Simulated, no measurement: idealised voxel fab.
Proc. module: voxel capacitor over wiring
Square cell edge 5 nm, section width 295 nm, ID cut.
Heads up, the way a cross-section reads in here is a grid of square cells, handed over as bands from the top down, with every band being one or more rows of cells.
Band entry format. Leading values: height of top, height of bottom, nm. Remainder: materials in left-to-right order, each with its width in nm. Special words: "full width" on a single material, which then fills the band edge to edge; "blank", empty space.
Counting heights begins at 0, where everything beneath is, in the wafer as received, one material. The lowest band has no bottom; it goes on downwards, as "from 0 down" shows.
The two numbers in a width such as "30..40" mark its ends across the band: the first belongs to the top row of cells, the second to the bottom row, and from each row to the next the width moves by the same amount.
Key: "nothing changed" - step with no changed cell in the cross-section.
Under "Unvented internal voids" you'll find the enclosed gaps, the ones with no way out to the top, that are 8 cells or bigger; each reads width x height at distance, with distance counted from the left edge, everything in nm.
On each step's line, the part that comes after the settings is the simulator's own comment on the step.
If you see "overlay nm" on a step's line and that step has a mask, it's telling you how far right of where it was planned the mask ended up; a negative number means it went left instead.

**Process steps (planned)**
step 1: RECEIVE with material Si
step 2: CONFORMAL_DEP with material SiO2, thk nm 10
step 3: DIRECTIONAL_DEP with material TiN, thk nm 5
step 4: DIRECTIONAL_DEP with material W, thk nm 20
step 5: MASKED_ETCH with tone cover, mask id METAL_1, width nm 30, pitch nm 100, etch materials W, depth nm 20, overlay nm 0
step 6: MASKED_ETCH with tone cover, mask id METAL_1, width nm 20, pitch nm 100, etch materials TiN, depth nm 5, overlay nm 0
step 7: FILL_DEP with material SiO2, thk nm 5
step 8: CMP with height nm 35
step 9: CONFORMAL_DEP with material SiCN, thk nm 5
step 10: DIRECTIONAL_DEP with material lowk, thk nm 20
step 11: MASKED_ETCH with tone open, mask id PLUG_1, width nm 15, etch materials lowk, depth nm 20, overlay nm 0
step 12: MASKED_ETCH with tone open, mask id PLUG_1, width nm 15, etch materials SiCN, depth nm 5, overlay nm 0
step 13: EPI with material Ru, thk nm 10
step 14: EPI with material Ru, thk nm 10
step 15: EPI with material Ru, thk nm 5
step 16: DIRECTIONAL_DEP with material TiN, thk nm 5
step 17: DIRECTIONAL_DEP with material Al2O3, thk nm 5
step 18: DIRECTIONAL_DEP with material TiN, thk nm 5
step 19: DIRECTIONAL_DEP with material aC, thk nm 15
step 20: PATTERN with tone cover, mask id UPPER_PLATE, material resist, width nm 75, thk nm 30, overlay nm 0
step 21: DIRECTIONAL_ETCH with etch materials aC, depth nm 15
step 22: STRIP with etch materials resist
step 23: DIRECTIONAL_ETCH with etch materials TiN, depth nm 5
step 24: DIRECTIONAL_ETCH with etch materials Al2O3, depth nm 5
step 25: STRIP with etch materials aC
step 26: DIRECTIONAL_DEP with material aC, thk nm 10
step 27: PATTERN with tone cover, mask id LOWER_PLATE, material resist, width nm 85, thk nm 30, overlay nm 0
step 28: DIRECTIONAL_ETCH with etch materials aC, depth nm 10
step 29: STRIP with etch materials resist
step 30: DIRECTIONAL_ETCH with etch materials TiN, depth nm 5
step 31: STRIP with etch materials aC
step 32: FILL_DEP with material SiO2, thk nm 20
step 33: CMP with height nm 90
step 34: PATTERN with tone open, mask id PLUG_2, material resist, width nm 15, thk nm 15, overlay nm 0
step 35: DIRECTIONAL_ETCH with etch materials SiO2, depth nm 15
step 36: STRIP with etch materials resist
step 37: CONFORMAL_DEP with material TiN, thk nm 5
step 38: FILL_DEP with material Ru, thk nm 10
step 39: CMP with height nm 90
step 40: CONFORMAL_DEP with material SiCN, thk nm 5
Where the wafers of this document differ is in the width nm of step 6; they start out the same, and the plan states the value that applied to the first wafer.

**Incoming state of the first of several wafers in cross-section: after step 1**
> from 0 down | Si full width
> Unvented internal voids: none

**Quick look at the cross-section of the first of several wafers after step 40, which wraps up the module**
> from 95 to 90 | SiCN full width
> from 90 to 80 | SiO2: 105; TiN: 5; Ru: 5; TiN: 5; SiO2: 175
> from 80 to 70 | SiO2: 105..95; TiN: 15..75; SiO2: 175..125
> from 70 to 65 | SiO2: 95; Al2O3: 75; SiO2: 125
> from 65 to 60 | SiO2: 90; TiN: 85; SiO2: 120
> from 60 to 40 | lowk: 95; Ru: 15; lowk: 185
> from 40 to 35 | SiCN: 95; Ru: 15; SiCN: 185
> from 35 to 15 | SiO2: 80; W: 30; SiO2: 70; W: 30; SiO2: 85
> from 15 to 10 | SiO2: 80; TiN: 30; SiO2: 70; TiN: 30; SiO2: 85
> from 10 to 0 | SiO2 full width
> from 0 down | Si full width
> Unvented internal voids: none

**Module end, final wafer: cross-section**
> from 95 to 90 | SiCN full width
> from 90 to 80 | SiO2: 105; TiN: 5; Ru: 5; TiN: 5; SiO2: 175
> from 80 to 70 | SiO2: 105..95; TiN: 15..75; SiO2: 175..125
> from 70 to 65 | SiO2: 95; Al2O3: 75; SiO2: 125
> from 65 to 60 | SiO2: 90; TiN: 85; SiO2: 120
> from 60 to 40 | lowk: 95; Ru: 15; lowk: 185
> from 40 to 35 | SiCN: 95; Ru: 15; SiCN: 185
> from 35 to 15 | SiO2: 80; W: 30; SiO2: 70; W: 30; SiO2: 85
> from 15 to 10 | SiO2: 75; TiN: 45; SiO2: 55; TiN: 45; SiO2: 75
> from 10 to 0 | SiO2 full width
> from 0 down | Si full width
> Unvented internal voids: none

**The following table contains a row per wafer, in which are reported, at the conclusion of the module, the cells of each material gained (+) or lost (-) since the wafer's receipt, with its closed voids given thereafter**
width nm 20, +15 Al2O3, +17 Ru, +115 SiCN, +651 SiO2, +51 TiN, +48 W, +224 lowk, Unvented internal voids: none
width nm 25, +15 Al2O3, +17 Ru, +115 SiCN, +651 SiO2, +51 TiN, +48 W, +224 lowk, Unvented internal voids: none
width nm 30, +15 Al2O3, +17 Ru, +115 SiCN, +651 SiO2, +51 TiN, +48 W, +224 lowk, Unvented internal voids: none
width nm 35, +15 Al2O3, +17 Ru, +115 SiCN, +649 SiO2, +53 TiN, +48 W, +224 lowk, Unvented internal voids: none
width nm 40, +15 Al2O3, +17 Ru, +115 SiCN, +647 SiO2, +55 TiN, +48 W, +224 lowk, Unvented internal voids: none
width nm 45, +15 Al2O3, +17 Ru, +115 SiCN, +645 SiO2, +57 TiN, +48 W, +224 lowk, Unvented internal voids: none
